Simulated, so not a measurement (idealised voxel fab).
A process module follows: voxel released beams.
The cross-section shown here is cut; it is 235 nm wide and divided into square cells measuring 5 nm on a side.
Cross-section layout: square cells on a grid; listed as bands, top to bottom; a band spans one or more cell rows.
Top, bottom (nm), then materials left to right with widths (nm); lone material tagged "full width" fills the whole band edge to edge; "empty" = empty space.
Beneath 0, the wafer as received is one material, and that level is where height counting begins. The lowest band goes on downward without a bottom; it is written like "0 down".
The width entry "30 to 40" should be interpreted row by row: the top row of cells in the band takes the first number, the bottom row takes the second number, and the change between adjacent rows is uniform throughout.
Given "no alterations made" for a step, no cell of the cross-section differs between before and after that step.
In the "Voids, enclosed" entry, you get each enclosed empty space of 8 cells or more, one with no open way to the top, written width x height at distance, distance from the left edge, in nm.
Read whatever lies past the settings on a step's line as the simulator's own remark about the step.
overlay nm: right-of-plan distance of the mask on a masked step; negative values mean left-of-plan.

# The steps planned for the process are as follows
1 RECEIVE with material Si
2 CONFORMAL_DEP with material Al2O3, thk nm 5
3 DIRECTIONAL_DEP with material SiO2, thk nm 20
4 MASKED_ETCH with tone open, mask id ANCHOR, width nm 30, etch materials SiO2, depth nm 20, overlay nm 0
5 CONFORMAL_DEP with material W, thk nm 10
6 MASKED_ETCH with tone cover, mask id BEAM, width nm 100, etch materials W, depth nm 10, overlay nm 0
7 STRIP with etch materials SiO2

# First of two wafers: run as planned

# As-received wafer cross-section (after step 1)
> 0 down  Si full width
> Voids, enclosed: none

# Wafer xsec, post step 2
> 5 to 0  Al2O3 full width
> Below 0, no change.

# Wafer xsec, post step 3
> 25 to 5  SiO2 full width
> Below 5, no change.

# Wafer xsec, post step 4
> 25 to 5  70 nm SiO2  30 nm empty  135 nm SiO2
> Below 5, no change.

# Wafer xsec, post step 5
> 35 to 25  80 nm W  10 nm empty  145 nm W
> 25 to 15  70 nm SiO2  10 nm W  10 nm empty  10 nm W  135 nm SiO2
> 15 to 5  70 nm SiO2  30 nm W  135 nm SiO2
> Below 5, no change.

# Wafer xsec, post step 6
> 35 to 25  65 nm empty  15 nm W  10 nm empty  75 nm W  70 nm empty
> Below 25, no change.

# Wafer xsec, post step 7
> 35 to 25  65 nm empty  15 nm W  10 nm empty  75 nm W  70 nm empty
> 25 to 15  70 nm empty  10 nm W  10 nm empty  10 nm W  135 nm empty
> 15 to 5  70 nm empty  30 nm W  135 nm empty
> Below 5, no change.

# What follows concerns the second wafer, which started out like the first and was meant to follow the very same plan; one mistake crept in when it was run, but everything up to and including step 1 is the same as for the first wafer

# Look at the second wafer in cross-section at the time step 2 ought to have finished
> 20 to 0  SiO2 full width
> Below 0, no change.

# Look at the second wafer in cross-section at the time step 3 ought to have finished
> 25 to 20  Al2O3 full width
> Below 20, no change.

Look at the second wafer in cross-section at the time step 4 ought to have finished: no alterations made

# Look at the second wafer in cross-section at the time step 5 ought to have finished
> 35 to 25  W full width
> Below 25, no change.

# Look at the second wafer in cross-section at the time step 6 ought to have finished
> 35 to 25  65 nm empty  100 nm W  70 nm empty
> Below 25, no change.

Look at the second wafer in cross-section at the time step 7 ought to have finished: no alterations made
Want to know what went wrong? sequence error: steps 2 and 3 interchanged
Bottom line after processing is that, in cells, the second wafer is up or down on some materials versus the first: SiO2 +188, W -16
